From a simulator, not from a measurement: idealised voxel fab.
Title: Process Module voxel self aligned vias
We display cut, a cross-section 240 nm in width whose square cells are each 5 nm.
Reading order for cross-sections: top band down to bottom band. Underlying form: a grid of square cells. Band size: one or more rows of cells. Heads up on the band format: heights come first, top then bottom, in nm. After that it's the materials left to right, each with its width in nm. A single material flagged "all across" fills the whole band edge to edge, and "empty" means there's empty space there. Height is counted from the level 0, under which the received wafer is composed throughout of one material. The lowest of the bands is not closed at the bottom but continues downward, in the notation "from 0 down". The two numbers in a width such as "30->40" mark its ends across the band: the first belongs to the top row of cells, the second to the bottom row, and from each row to the next the width moves by the same amount. Step marked "nothing changed"? Then no cell in the cross-section changed in it. "Closed cavity list" - sealed voids, min. 8 cells, no opening to top; format: width x height at distance (distance from left edge; nm throughout). Heads up: the bit after the settings on a step's line is the simulator's remark on that step. The line of a step may include "overlay nm". On a step with a mask, this value is how far to the right of its planned place the mask lay. A negative value means the mask lay to the left. Every pair from here on: before one process step, after it. The after cross-section reaches only to the lowest band that changed. Below the pair: the step in between and its settings. Pairs can belong to different runs of this module on the same starting wafer; a pair carries on from the pair above only if the entry headed "Prior to processing" says so.

# Prior to processing
    from 40 to 20  empty (80)  SiO2 (25)  empty (30)  SiO2 (25)  empty (80)
    from 20 to 15  SiCN all across
    from 15 to 0  SiO2 all across
    from 0 down  Si all across
    Closed cavity list: none

# Post-Step Cross-Section
    from 45 to 40  empty (75)  TiN (35)  empty (20)  TiN (35)  empty (75)
    from 40 to 25  empty (75)  TiN (5)  SiO2 (25)  TiN (5)  empty (20)  TiN (5)  SiO2 (25)  TiN (5)  empty (75)
    from 25 to 20  TiN (80)  SiO2 (25)  TiN (30)  SiO2 (25)  TiN (80)
    Beneath the level 20, the cross-section is identical to its previous state.
    Closed cavity list: none
The two cross-sections above bracket this step: op CONFORMAL_DEP | material TiN | thk nm 5

Prior to processing: just use the after drawing of the pair above as your starting point.

# Post-Step Cross-Section
    from 50 to 45  W all across
    from 45 to 40  W (75)  TiN (35)  W (20)  TiN (35)  W (75)
    from 40 to 25  W (75)  TiN (5)  SiO2 (25)  TiN (5)  W (20)  TiN (5)  SiO2 (25)  TiN (5)  W (75)
    Beneath the level 25, the cross-section is identical to its previous state.
    Closed cavity list: none
The two cross-sections above bracket this step: op FILL_DEP | material W | thk nm 5

Prior to processing: just use the after drawing of the pair above as your starting point.

# Post-Step Cross-Section
    from 40 to 25  W (75)  TiN (5)  SiO2 (25)  TiN (5)  W (20)  TiN (5)  SiO2 (25)  TiN (5)  W (75)
    Beneath the level 25, the cross-section is identical to its previous state.
    Closed cavity list: none
The two cross-sections above bracket this step: op CMP | height nm 40

Prior to processing: just use the after drawing of the pair above as your starting point.

# Post-Step Cross-Section
    from 40 to 35  empty (80)  SiO2 (25)  empty (30)  SiO2 (25)  empty (80)
    Beneath the level 35, the cross-section is identical to its previous state.
    Closed cavity list: none
The two cross-sections above bracket this step: op SELECTIVE_ETCH | etch materials W Ru TiN | depth nm 5

Prior to processing: just use the after drawing of the pair above as your starting point.

# Post-Step Cross-Section
    from 45 to 40  SiN all across
    from 40 to 35  SiN (80)  SiO2 (25)  SiN (30)  SiO2 (25)  SiN (80)
    Beneath the level 35, the cross-section is identical to its previous state.
    Closed cavity list: none
The two cross-sections above bracket this step: op FILL_DEP | material SiN | thk nm 5

Prior to processing: just use the after drawing of the pair above as your starting point.

# Post-Step Cross-Section
    from 40 to 35  SiN (80)  SiO2 (25)  SiN (30)  SiO2 (25)  SiN (80)
    Beneath the level 35, the cross-section is identical to its previous state.
    Closed cavity list: none
The two cross-sections above bracket this step: op CMP | height nm 40

Prior to processing: just use the after drawing of the pair above as your starting point.

# Post-Step Cross-Section
    from 60 to 40  SiO2 all across
    Beneath the level 40, the cross-section is identical to its previous state.
    Closed cavity list: none
The two cross-sections above bracket this step: op DIRECTIONAL_DEP | material SiO2 | thk nm 20

Prior to processing: just use the after drawing of the pair above as your starting point.

# Post-Step Cross-Section
    from 70 to 60  aC all across
    Beneath the level 60, the cross-section is identical to its previous state.
    Closed cavity list: none
The two cross-sections above bracket this step: op DIRECTIONAL_DEP | material aC | thk nm 10

Prior to processing: just use the after drawing of the pair above as your starting point.

# Post-Step Cross-Section
    from 95 to 70  resist (75)  empty (35)  resist (20)  empty (35)  resist (75)
    Beneath the level 70, the cross-section is identical to its previous state.
    Closed cavity list: none
The two cross-sections above bracket this step: op PATTERN | tone open | mask id VIAS | material resist | width nm 35 | pitch nm 55 | thk nm 25 | overlay nm 0

Prior to processing: just use the after drawing of the pair above as your starting point.

# Post-Step Cross-Section
    from 85 to 70  resist (75)  empty (35)  resist (20)  empty (35)  resist (75)
    from 70 to 60  aC (75)  empty (35)  aC (20)  empty (35)  aC (75)
    Beneath the level 60, the cross-section is identical to its previous state.
    Closed cavity list: none
The two cross-sections above bracket this step: op DIRECTIONAL_ETCH | etch materials aC | depth nm 10

Prior to processing: just use the after drawing of the pair above as your starting point.

# Post-Step Cross-Section
    from 70 to 60  aC (75)  empty (35)  aC (20)  empty (35)  aC (75)
    Beneath the level 60, the cross-section is identical to its previous state.
    Closed cavity list: none
The two cross-sections above bracket this step: op STRIP | etch materials resist

Prior to processing: just use the after drawing of the pair above as your starting point.

# Post-Step Cross-Section
    from 70 to 60  aC (75)  empty (35)  aC (20)  empty (35)  aC (75)
    from 60 to 40  SiO2 (75)  empty (35)  SiO2 (20)  empty (35)  SiO2 (75)
    Beneath the level 40, the cross-section is identical to its previous state.
    Closed cavity list: none
The two cross-sections above bracket this step: op DIRECTIONAL_ETCH | etch materials SiO2 | depth nm 20

Prior to processing: just use the after drawing of the pair above as your starting point.

# Post-Step Cross-Section
    from 70 to 60  aC (75)  empty (35)  aC (20)  empty (35)  aC (75)
    from 60 to 40  SiO2 (75)  empty (35)  SiO2 (20)  empty (35)  SiO2 (75)
    from 40 to 35  SiN (75)  empty (5)  SiO2 (25)  empty (5)  SiN (20)  empty (5)  SiO2 (25)  empty (5)  SiN (75)
    Beneath the level 35, the cross-section is identical to its previous state.
    Closed cavity list: none
The two cross-sections above bracket this step: op DIRECTIONAL_ETCH | etch materials SiN | depth nm 5

Prior to processing: just use the after drawing of the pair above as your starting point.

# Post-Step Cross-Section
    from 60 to 40  SiO2 (75)  empty (35)  SiO2 (20)  empty (35)  SiO2 (75)
    Beneath the level 40, the cross-section is identical to its previous state.
    Closed cavity list: none
The two cross-sections above bracket this step: op STRIP | etch materials aC

Prior to processing: just use the after drawing of the pair above as your starting point.

# Post-Step Cross-Section
    from 65 to 60  TiN (80)  empty (25)  TiN (30)  empty (25)  TiN (80)
    from 60 to 45  SiO2 (75)  TiN (5)  empty (25)  TiN (5)  SiO2 (20)  TiN (5)  empty (25)  TiN (5)  SiO2 (75)
    from 45 to 40  SiO2 (75)  TiN (35)  SiO2 (20)  TiN (35)  SiO2 (75)
    from 40 to 35  SiN (75)  TiN (5)  SiO2 (25)  TiN (5)  SiN (20)  TiN (5)  SiO2 (25)  TiN (5)  SiN (75)
    Beneath the level 35, the cross-section is identical to its previous state.
    Closed cavity list: none
The two cross-sections above bracket this step: op CONFORMAL_DEP | material TiN | thk nm 5

Prior to processing: just use the after drawing of the pair above as your starting point.

# Post-Step Cross-Section
    from 70 to 65  Ru all across
    from 65 to 60  TiN (80)  Ru (25)  TiN (30)  Ru (25)  TiN (80)
    from 60 to 45  SiO2 (75)  TiN (5)  Ru (25)  TiN (5)  SiO2 (20)  TiN (5)  Ru (25)  TiN (5)  SiO2 (75)
    Beneath the level 45, the cross-section is identical to its previous state.
    Closed cavity list: none
The two cross-sections above bracket this step: op FILL_DEP | material Ru | thk nm 5

Prior to processing: just use the after drawing of the pair above as your starting point.

# Post-Step Cross-Section
    from 60 to 45  SiO2 (75)  TiN (5)  Ru (25)  TiN (5)  SiO2 (20)  TiN (5)  Ru (25)  TiN (5)  SiO2 (75)
    Beneath the level 45, the cross-section is identical to its previous state.
    Closed cavity list: none
The two cross-sections above bracket this step: op CMP | height nm 60

Prior to processing: just use the after drawing of the pair above as your starting point.

# Post-Step Cross-Section
    from 65 to 60  SiN all across
    Beneath the level 60, the cross-section is identical to its previous state.
    Closed cavity list: none
The two cross-sections above bracket this step: op CONFORMAL_DEP | material SiN | thk nm 5
